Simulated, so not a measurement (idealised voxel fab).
voxel fin reveal: a process module
This is section cut - it's 280 nm across, gridded in 5 nm square cells.
A cross-section is written here as square cells arranged in a grid, and it is given in bands from the top down, each band taking up one or more rows of cells.
For a band, the entry starts with two heights in nm, that of the top and then that of the bottom, and carries on with the band's materials in order from left to right, each alongside its width in nm; the word "full width" beside a single material means it fills the band edge to edge, and "air" means empty space.
Ref level 0: as-received wafer is one material below here. Bottom band extends down with no lower bound ("from 0 down").
With a width like "30..40", each row of cells in the band differs from the next by the same amount, the top row carrying the first number and the bottom row the second.
The cross-section has no changed cell in any step marked "all unchanged".
Reported under the label "Closed void list" are the empty spaces having no open way to the top and comprising 8 cells or more; the notation for each is width x height at distance, in which the distance is measured from the left edge and all three values are in nm.
On each step's line, the part that comes after the settings is the simulator's own comment on the step.
If you see "overlay nm" on a step's line and that step has a mask, it's telling you how far right of where it was planned the mask ended up; a negative number means it went left instead.

[Process steps - plan]
- 1: RECEIVE | material Si
- 2: CONFORMAL_DEP | material SiN | thk nm 5
- 3: DIRECTIONAL_DEP | material aC | thk nm 15
- 4: PATTERN | tone cover | mask id FINS | material resist | width nm 15 | pitch nm 40 | thk nm 30 | overlay nm 0
- 5: DIRECTIONAL_ETCH | etch materials aC | depth nm 15
- 6: STRIP | etch materials resist
- 7: DIRECTIONAL_ETCH | etch materials SiN | depth nm 5
- 8: DIRECTIONAL_ETCH | etch materials Si | depth nm 40
- 9: STRIP | etch materials aC
- 10: FILL_DEP | material SiO2 | thk nm 5
- 11: CMP | height nm 5
- 12: SELECTIVE_ETCH | etch materials SiO2 | depth nm 35
- 13: STRIP | etch materials SiN

[As-received wafer cross-section (after step 1)]
	from 0 down | Si full width
	Closed void list: none

[Cross-sectional image of the first of two wafers at the end of the module, the run having proceeded as planned]
	from 0 to -30 | 70 of air  15 of Si  25 of air  15 of Si  25 of air  15 of Si  25 of air  15 of Si  75 of air
	from -30 to -40 | 70 of SiO2  15 of Si  25 of SiO2  15 of Si  25 of SiO2  15 of Si  25 of SiO2  15 of Si  75 of SiO2
	from -40 down | Si full width
	Closed void list: none

[This is the second of the two wafers, cross-sectioned at the end of the module; it started exactly like the first and was given the same plan, but it was run with one mistake]
	from 0 to -30 | 70 of Si  15 of air  25 of Si  15 of air  25 of Si  15 of air  25 of Si  15 of air  75 of Si
	from -30 to -40 | 70 of Si  15 of SiO2  25 of Si  15 of SiO2  25 of Si  15 of SiO2  25 of Si  15 of SiO2  75 of Si
	from -40 down | Si full width
	Closed void list: none
Short version of what went wrong: step 4 off recipe, ran as PATTERN | tone open | mask id FINS | material resist | width nm 15 | pitch nm 40 | thk nm 30 | overlay nm 0
Materials where the second wafer ends with more or fewer cells than the first: +256 Si, -64 SiO2
